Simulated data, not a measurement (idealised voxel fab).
process module | voxel self aligned vias
The cross-section shown here is cut; it is 300 nm wide and divided into square cells measuring 5 nm on a side.
Cross-section, as written here: a square-cell grid given band by band from the top down, where a band holds one or more rows of cells.
Band: top and bottom heights (nm) first, top before bottom; then materials from left to right, widths in nm. "all across" marks a sole material filling the band edge to edge. "empty" denotes empty space.
Heights from 0 (as-received wafer is one material below). Bottom band endless downward, as "z 0 and below".
Note: "30 to 40" means the width goes from the first number (top row of the band) to the second number (bottom row) in equal steps per row of cells.
"all unchanged" -> step changed no cross-section cell.
Entry "Closed voids list" = empty spaces >= 8 cells with no open way to the top; each as width x height at distance, distance from left edge, all nm.
On each step's line, the part that comes after the settings is the simulator's own comment on the step.
The setting "overlay nm" may be written on the line of a step. When the step uses a mask, the value reports how far to the right of the planned place the mask lay, and a negative value reports that it lay to the left.

## Process steps - plan
1: RECEIVE (material Si)
2: CONFORMAL_DEP (material SiO2; thk nm 15)
3: CONFORMAL_DEP (material SiCN; thk nm 5)
4: DIRECTIONAL_DEP (material lowk; thk nm 30)
5: MASKED_ETCH (tone open; mask id LINES; width nm 20; pitch nm 65; etch materials lowk; depth nm 30; overlay nm 0)
6: CONFORMAL_DEP (material TiN; thk nm 5)
7: FILL_DEP (material W; thk nm 10)
8: CMP (height nm 50)
9: SELECTIVE_ETCH (etch materials W Ru TiN; depth nm 5)
10: FILL_DEP (material SiN; thk nm 10)
11: CMP (height nm 50)
12: DIRECTIONAL_DEP (material lowk; thk nm 15)
13: PATTERN (tone open; mask id VIAS; material resist; width nm 40; pitch nm 65; thk nm 15; overlay nm 0)
14: DIRECTIONAL_ETCH (etch materials lowk; depth nm 15)
15: DIRECTIONAL_ETCH (etch materials SiN; depth nm 5)
16: STRIP (etch materials resist)
17: CONFORMAL_DEP (material TiN; thk nm 5)
18: FILL_DEP (material Cu; thk nm 10)
19: CMP (height nm 65)
20: CONFORMAL_DEP (material SiN; thk nm 5)

## So, the first of our two wafers, run just as we planned it

## Here's what the wafer looked like in cross-section when it arrived - that's after step 1
    z 0 and below | Si all across
    Closed voids list: none

## Once step 2 is through, the wafer looks like this in cross-section
    z 15 to 0 | SiO2 all across
    Below a height of 0, the structure has not been altered.

## Once step 3 is through, the wafer looks like this in cross-section
    z 20 to 15 | SiCN all across
    Below a height of 15, the structure has not been altered.

## Once step 4 is through, the wafer looks like this in cross-section
    z 50 to 20 | lowk all across
    Below a height of 20, the structure has not been altered.

## Once step 5 is through, the wafer looks like this in cross-section
    z 50 to 20 | lowk 75 nm  empty 20 nm  lowk 45 nm  empty 20 nm  lowk 45 nm  empty 20 nm  lowk 75 nm
    Below a height of 20, the structure has not been altered.

## Once step 6 is through, the wafer looks like this in cross-section
    z 55 to 50 | TiN 80 nm  empty 10 nm  TiN 55 nm  empty 10 nm  TiN 55 nm  empty 10 nm  TiN 80 nm
    z 50 to 25 | lowk 75 nm  TiN 5 nm  empty 10 nm  TiN 5 nm  lowk 45 nm  TiN 5 nm  empty 10 nm  TiN 5 nm  lowk 45 nm  TiN 5 nm  empty 10 nm  TiN 5 nm  lowk 75 nm
    z 25 to 20 | lowk 75 nm  TiN 20 nm  lowk 45 nm  TiN 20 nm  lowk 45 nm  TiN 20 nm  lowk 75 nm
    Below a height of 20, the structure has not been altered.

## Once step 7 is through, the wafer looks like this in cross-section
    z 65 to 55 | W all across
    z 55 to 50 | TiN 80 nm  W 10 nm  TiN 55 nm  W 10 nm  TiN 55 nm  W 10 nm  TiN 80 nm
    z 50 to 25 | lowk 75 nm  TiN 5 nm  W 10 nm  TiN 5 nm  lowk 45 nm  TiN 5 nm  W 10 nm  TiN 5 nm  lowk 45 nm  TiN 5 nm  W 10 nm  TiN 5 nm  lowk 75 nm
    Below a height of 25, the structure has not been altered.

## Once step 8 is through, the wafer looks like this in cross-section
    z 50 to 25 | lowk 75 nm  TiN 5 nm  W 10 nm  TiN 5 nm  lowk 45 nm  TiN 5 nm  W 10 nm  TiN 5 nm  lowk 45 nm  TiN 5 nm  W 10 nm  TiN 5 nm  lowk 75 nm
    Below a height of 25, the structure has not been altered.

## Once step 9 is through, the wafer looks like this in cross-section
    z 50 to 45 | lowk 75 nm  empty 20 nm  lowk 45 nm  empty 20 nm  lowk 45 nm  empty 20 nm  lowk 75 nm
    Below a height of 45, the structure has not been altered.

## Once step 10 is through, the wafer looks like this in cross-section
    z 60 to 50 | SiN all across
    z 50 to 45 | lowk 75 nm  SiN 20 nm  lowk 45 nm  SiN 20 nm  lowk 45 nm  SiN 20 nm  lowk 75 nm
    Below a height of 45, the structure has not been altered.

## Once step 11 is through, the wafer looks like this in cross-section
    z 50 to 45 | lowk 75 nm  SiN 20 nm  lowk 45 nm  SiN 20 nm  lowk 45 nm  SiN 20 nm  lowk 75 nm
    Below a height of 45, the structure has not been altered.

## Once step 12 is through, the wafer looks like this in cross-section
    z 65 to 50 | lowk all across
    Below a height of 50, the structure has not been altered.

## Once step 13 is through, the wafer looks like this in cross-section
    z 80 to 65 | resist 65 nm  empty 40 nm  resist 25 nm  empty 40 nm  resist 25 nm  empty 40 nm  resist 65 nm
    Below a height of 65, the structure has not been altered.

## Once step 14 is through, the wafer looks like this in cross-section
    z 80 to 65 | resist 65 nm  empty 40 nm  resist 25 nm  empty 40 nm  resist 25 nm  empty 40 nm  resist 65 nm
    z 65 to 50 | lowk 65 nm  empty 40 nm  lowk 25 nm  empty 40 nm  lowk 25 nm  empty 40 nm  lowk 65 nm
    Below a height of 50, the structure has not been altered.

## Once step 15 is through, the wafer looks like this in cross-section
    z 80 to 65 | resist 65 nm  empty 40 nm  resist 25 nm  empty 40 nm  resist 25 nm  empty 40 nm  resist 65 nm
    z 65 to 50 | lowk 65 nm  empty 40 nm  lowk 25 nm  empty 40 nm  lowk 25 nm  empty 40 nm  lowk 65 nm
    z 50 to 45 | lowk 75 nm  empty 20 nm  lowk 45 nm  empty 20 nm  lowk 45 nm  empty 20 nm  lowk 75 nm
    Below a height of 45, the structure has not been altered.

## Once step 16 is through, the wafer looks like this in cross-section
    z 65 to 50 | lowk 65 nm  empty 40 nm  lowk 25 nm  empty 40 nm  lowk 25 nm  empty 40 nm  lowk 65 nm
    Below a height of 50, the structure has not been altered.

## Once step 17 is through, the wafer looks like this in cross-section
    z 70 to 65 | TiN 70 nm  empty 30 nm  TiN 35 nm  empty 30 nm  TiN 35 nm  empty 30 nm  TiN 70 nm
    z 65 to 55 | lowk 65 nm  TiN 5 nm  empty 30 nm  TiN 5 nm  lowk 25 nm  TiN 5 nm  empty 30 nm  TiN 5 nm  lowk 25 nm  TiN 5 nm  empty 30 nm  TiN 5 nm  lowk 65 nm
    z 55 to 50 | lowk 65 nm  TiN 15 nm  empty 10 nm  TiN 15 nm  lowk 25 nm  TiN 15 nm  empty 10 nm  TiN 15 nm  lowk 25 nm  TiN 15 nm  empty 10 nm  TiN 15 nm  lowk 65 nm
    z 50 to 45 | lowk 75 nm  TiN 20 nm  lowk 45 nm  TiN 20 nm  lowk 45 nm  TiN 20 nm  lowk 75 nm
    Below a height of 45, the structure has not been altered.

## Once step 18 is through, the wafer looks like this in cross-section
    z 80 to 70 | Cu all across
    z 70 to 65 | TiN 70 nm  Cu 30 nm  TiN 35 nm  Cu 30 nm  TiN 35 nm  Cu 30 nm  TiN 70 nm
    z 65 to 55 | lowk 65 nm  TiN 5 nm  Cu 30 nm  TiN 5 nm  lowk 25 nm  TiN 5 nm  Cu 30 nm  TiN 5 nm  lowk 25 nm  TiN 5 nm  Cu 30 nm  TiN 5 nm  lowk 65 nm
    z 55 to 50 | lowk 65 nm  TiN 15 nm  Cu 10 nm  TiN 15 nm  lowk 25 nm  TiN 15 nm  Cu 10 nm  TiN 15 nm  lowk 25 nm  TiN 15 nm  Cu 10 nm  TiN 15 nm  lowk 65 nm
    Below a height of 50, the structure has not been altered.

## Once step 19 is through, the wafer looks like this in cross-section
    z 65 to 55 | lowk 65 nm  TiN 5 nm  Cu 30 nm  TiN 5 nm  lowk 25 nm  TiN 5 nm  Cu 30 nm  TiN 5 nm  lowk 25 nm  TiN 5 nm  Cu 30 nm  TiN 5 nm  lowk 65 nm
    Below a height of 55, the structure has not been altered.

## Once step 20 is through, the wafer looks like this in cross-section
    z 70 to 65 | SiN all across
    Below a height of 65, the structure has not been altered.

## Second Wafer (Identical Start and Plan, One Processing Error; Matches First Wafer Through Step 1)

## Cross-section of the second wafer corresponding to the planned conclusion of step 2
    z 30 to 0 | SiO2 all across
    Below a height of 0, the structure has not been altered.

## Cross-section of the second wafer corresponding to the planned conclusion of step 3
    z 35 to 30 | SiCN all across
    Below a height of 30, the structure has not been altered.

## Cross-section of the second wafer corresponding to the planned conclusion of step 4
    z 65 to 35 | lowk all across
    Below a height of 35, the structure has not been altered.

## Cross-section of the second wafer corresponding to the planned conclusion of step 5
    z 65 to 35 | lowk 75 nm  empty 20 nm  lowk 45 nm  empty 20 nm  lowk 45 nm  empty 20 nm  lowk 75 nm
    Below a height of 35, the structure has not been altered.

## Cross-section of the second wafer corresponding to the planned conclusion of step 6
    z 70 to 65 | TiN 80 nm  empty 10 nm  TiN 55 nm  empty 10 nm  TiN 55 nm  empty 10 nm  TiN 80 nm
    z 65 to 40 | lowk 75 nm  TiN 5 nm  empty 10 nm  TiN 5 nm  lowk 45 nm  TiN 5 nm  empty 10 nm  TiN 5 nm  lowk 45 nm  TiN 5 nm  empty 10 nm  TiN 5 nm  lowk 75 nm
    z 40 to 35 | lowk 75 nm  TiN 20 nm  lowk 45 nm  TiN 20 nm  lowk 45 nm  TiN 20 nm  lowk 75 nm
    Below a height of 35, the structure has not been altered.

## Cross-section of the second wafer corresponding to the planned conclusion of step 7
    z 80 to 70 | W all across
    z 70 to 65 | TiN 80 nm  W 10 nm  TiN 55 nm  W 10 nm  TiN 55 nm  W 10 nm  TiN 80 nm
    z 65 to 40 | lowk 75 nm  TiN 5 nm  W 10 nm  TiN 5 nm  lowk 45 nm  TiN 5 nm  W 10 nm  TiN 5 nm  lowk 45 nm  TiN 5 nm  W 10 nm  TiN 5 nm  lowk 75 nm
    Below a height of 40, the structure has not been altered.

## Cross-section of the second wafer corresponding to the planned conclusion of step 8
    z 50 to 40 | lowk 75 nm  TiN 5 nm  W 10 nm  TiN 5 nm  lowk 45 nm  TiN 5 nm  W 10 nm  TiN 5 nm  lowk 45 nm  TiN 5 nm  W 10 nm  TiN 5 nm  lowk 75 nm
    Below a height of 40, the structure has not been altered.

## Cross-section of the second wafer corresponding to the planned conclusion of step 9
    z 50 to 45 | lowk 75 nm  empty 20 nm  lowk 45 nm  empty 20 nm  lowk 45 nm  empty 20 nm  lowk 75 nm
    Below a height of 45, the structure has not been altered.

## Cross-section of the second wafer corresponding to the planned conclusion of step 10
    z 60 to 50 | SiN all across
    z 50 to 45 | lowk 75 nm  SiN 20 nm  lowk 45 nm  SiN 20 nm  lowk 45 nm  SiN 20 nm  lowk 75 nm
    Below a height of 45, the structure has not been altered.

## Cross-section of the second wafer corresponding to the planned conclusion of step 11
    z 50 to 45 | lowk 75 nm  SiN 20 nm  lowk 45 nm  SiN 20 nm  lowk 45 nm  SiN 20 nm  lowk 75 nm
    Below a height of 45, the structure has not been altered.

## Cross-section of the second wafer corresponding to the planned conclusion of step 12
    z 65 to 50 | lowk all across
    Below a height of 50, the structure has not been altered.

## Cross-section of the second wafer corresponding to the planned conclusion of step 13
    z 80 to 65 | resist 65 nm  empty 40 nm  resist 25 nm  empty 40 nm  resist 25 nm  empty 40 nm  resist 65 nm
    Below a height of 65, the structure has not been altered.

## Cross-section of the second wafer corresponding to the planned conclusion of step 14
    z 80 to 65 | resist 65 nm  empty 40 nm  resist 25 nm  empty 40 nm  resist 25 nm  empty 40 nm  resist 65 nm
    z 65 to 50 | lowk 65 nm  empty 40 nm  lowk 25 nm  empty 40 nm  lowk 25 nm  empty 40 nm  lowk 65 nm
    Below a height of 50, the structure has not been altered.

## Cross-section of the second wafer corresponding to the planned conclusion of step 15
    z 80 to 65 | resist 65 nm  empty 40 nm  resist 25 nm  empty 40 nm  resist 25 nm  empty 40 nm  resist 65 nm
    z 65 to 50 | lowk 65 nm  empty 40 nm  lowk 25 nm  empty 40 nm  lowk 25 nm  empty 40 nm  lowk 65 nm
    z 50 to 45 | lowk 75 nm  empty 20 nm  lowk 45 nm  empty 20 nm  lowk 45 nm  empty 20 nm  lowk 75 nm
    Below a height of 45, the structure has not been altered.

## Cross-section of the second wafer corresponding to the planned conclusion of step 16
    z 65 to 50 | lowk 65 nm  empty 40 nm  lowk 25 nm  empty 40 nm  lowk 25 nm  empty 40 nm  lowk 65 nm
    Below a height of 50, the structure has not been altered.

## Cross-section of the second wafer corresponding to the planned conclusion of step 17
    z 70 to 65 | TiN 70 nm  empty 30 nm  TiN 35 nm  empty 30 nm  TiN 35 nm  empty 30 nm  TiN 70 nm
    z 65 to 55 | lowk 65 nm  TiN 5 nm  empty 30 nm  TiN 5 nm  lowk 25 nm  TiN 5 nm  empty 30 nm  TiN 5 nm  lowk 25 nm  TiN 5 nm  empty 30 nm  TiN 5 nm  lowk 65 nm
    z 55 to 50 | lowk 65 nm  TiN 15 nm  empty 10 nm  TiN 15 nm  lowk 25 nm  TiN 15 nm  empty 10 nm  TiN 15 nm  lowk 25 nm  TiN 15 nm  empty 10 nm  TiN 15 nm  lowk 65 nm
    z 50 to 45 | lowk 75 nm  TiN 20 nm  lowk 45 nm  TiN 20 nm  lowk 45 nm  TiN 20 nm  lowk 75 nm
    Below a height of 45, the structure has not been altered.

## Cross-section of the second wafer corresponding to the planned conclusion of step 18
    z 80 to 70 | Cu all across
    z 70 to 65 | TiN 70 nm  Cu 30 nm  TiN 35 nm  Cu 30 nm  TiN 35 nm  Cu 30 nm  TiN 70 nm
    z 65 to 55 | lowk 65 nm  TiN 5 nm  Cu 30 nm  TiN 5 nm  lowk 25 nm  TiN 5 nm  Cu 30 nm  TiN 5 nm  lowk 25 nm  TiN 5 nm  Cu 30 nm  TiN 5 nm  lowk 65 nm
    z 55 to 50 | lowk 65 nm  TiN 15 nm  Cu 10 nm  TiN 15 nm  lowk 25 nm  TiN 15 nm  Cu 10 nm  TiN 15 nm  lowk 25 nm  TiN 15 nm  Cu 10 nm  TiN 15 nm  lowk 65 nm
    Below a height of 50, the structure has not been altered.

## Cross-section of the second wafer corresponding to the planned conclusion of step 19
    z 65 to 55 | lowk 65 nm  TiN 5 nm  Cu 30 nm  TiN 5 nm  lowk 25 nm  TiN 5 nm  Cu 30 nm  TiN 5 nm  lowk 25 nm  TiN 5 nm  Cu 30 nm  TiN 5 nm  lowk 65 nm
    Below a height of 55, the structure has not been altered.

## Cross-section of the second wafer corresponding to the planned conclusion of step 20
    z 70 to 65 | SiN all across
    Below a height of 65, the structure has not been altered.
It is concluded that the wafer was processed incorrectly with respect to the plan, in that step 2 of the plan saw execution twice
The closing comparison, in cells, has the second wafer with more or fewer of some materials than the first: +180 SiO2, -18 TiN, -18 W, -144 lowk
